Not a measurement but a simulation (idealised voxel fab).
process module | voxel tone inversion
cross-section cut | 205 nm wide | cells 5 nm
A cross-section is a grid of square cells, given in bands from the top down. A band is one or more rows of cells.
Each band's line starts with the height of the band's top and of its bottom, in nm. Then come its materials from left to right, each with its width in nm. One material with "throughout" fills the band from edge to edge. "air" is empty space.
Height 0 is the level under which the wafer as received is all one material. The lowest band goes on downwards, as in "0 down".
A width such as "30 to 40" changes by the same amount from each row of cells to the next, from the band's top row to its bottom row.
"no change" after a step means that no cell of the cross-section changed.
closed voids: empty space of 8 cells or more with no open way to the top, each as width x height at its distance from the left edge, in nm
after a step's settings: what the simulator itself notes on the step
overlay nm, on a step with a mask: how far to the right of its planned place the mask lay; to the left if negative
plan
1 op RECEIVE | material Si
2 op CONFORMAL_DEP | material SiCN | thk nm 5
3 op DIRECTIONAL_DEP | material polySi | thk nm 20
4 op PATTERN | tone cover | mask id POSTS | material resist | width nm 25 | pitch nm 50 | thk nm 30 | overlay nm 0
5 op DIRECTIONAL_ETCH | etch materials polySi | depth nm 20
6 op STRIP | etch materials resist
7 op FILL_DEP | material SiO2 | thk nm 10
8 op CMP | height nm 25
9 op STRIP | etch materials polySi
10 op CONFORMAL_DEP | material TiN | thk nm 5
11 op FILL_DEP | material Ru | thk nm 10
12 op CMP | height nm 25
13 op CONFORMAL_DEP | material SiCN | thk nm 5
as received, after step 1
  0 down: Si throughout
  closed voids: none
a wafer at the end: this start, this plan, one mistake
  30 to 25: SiCN throughout
  25 to 10: SiO2 20 | Ru 15 | SiO2 35 | Ru 15 | SiO2 35 | Ru 15 | SiO2 35 | Ru 15 | SiO2 20
  10 to 5: SiO2 throughout
  5 to 0: SiCN throughout
  0 down: Si throughout
  closed voids: none
what went wrong: step 10 ran as: op CONFORMAL_DEP | material SiO2 | thk nm 5
